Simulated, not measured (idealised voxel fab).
process module | voxel air gaps
cross-section cut | 245 nm wide | cells 5 nm
A cross-section is a grid of square cells, given in bands from the top down. A band is one or more rows of cells.
Each band's line starts with the height of the band's top and of its bottom, in nm. Then come its materials from left to right, each with its width in nm. One material with "throughout" fills the band from edge to edge. "air" is empty space.
Height 0 is the level under which the wafer as received is all one material. The lowest band goes on downwards, as in "0 down".
A width such as "30 to 40" changes by the same amount from each row of cells to the next, from the band's top row to its bottom row.
"no change" after a step means that no cell of the cross-section changed.
closed voids: empty space of 8 cells or more with no open way to the top, each as width x height at its distance from the left edge, in nm
after a step's settings: what the simulator itself notes on the step
overlay nm, on a step with a mask: how far to the right of its planned place the mask lay; to the left if negative
plan
1 op RECEIVE | material Si
2 op CONFORMAL_DEP | material SiO2 | thk nm 10
3 op CONFORMAL_DEP | material SiCN | thk nm 5
4 op DIRECTIONAL_DEP | material SiO2 | thk nm 40
5 op DIRECTIONAL_DEP | material aC | thk nm 15
6 op PATTERN | tone open | mask id LINES | material resist | width nm 25 | pitch nm 55 | thk nm 30 | overlay nm 0
7 op DIRECTIONAL_ETCH | etch materials aC | depth nm 15
8 op STRIP | etch materials resist
9 op DIRECTIONAL_ETCH | etch materials SiO2 | depth nm 40
10 op STRIP | etch materials aC
11 op CONFORMAL_DEP | material TiN | thk nm 5
12 op FILL_DEP | material W | thk nm 10
13 op CMP | height nm 55
14 op EPI | material Ru | thk nm 10
15 op SELECTIVE_ETCH | etch materials SiO2 | depth nm 50
16 op CONFORMAL_DEP | material SiCN | thk nm 5
as received, after step 1
  0 down: Si throughout
  closed voids: none
a wafer at the end: this start, this plan, one mistake
  80 to 75: SiCN 240 | air 5
  75 to 55: SiCN 5 | Ru 230 | SiCN 5 | air 5
  55 to 50: SiCN 25 | TiN 5 | W 15 | TiN 5 | SiO2 30 | TiN 5 | W 15 | TiN 5 | SiO2 30 | TiN 5 | W 15 | TiN 5 | SiO2 30 | TiN 5 | W 15 | TiN 5 | SiCN 25 | air 5
  50 to 20: air 20 | SiCN 5 | TiN 5 | W 15 | TiN 5 | SiO2 30 | TiN 5 | W 15 | TiN 5 | SiO2 30 | TiN 5 | W 15 | TiN 5 | SiO2 30 | TiN 5 | W 15 | TiN 5 | SiCN 5 | air 25
  20 to 15: SiCN 25 | TiN 25 | SiO2 30 | TiN 25 | SiO2 30 | TiN 25 | SiO2 30 | TiN 25 | SiCN 30
  15 to 10: SiCN throughout
  10 to 0: SiO2 throughout
  0 down: Si throughout
  closed voids: 20 x 30 at 0
what went wrong: step 14 was run twice
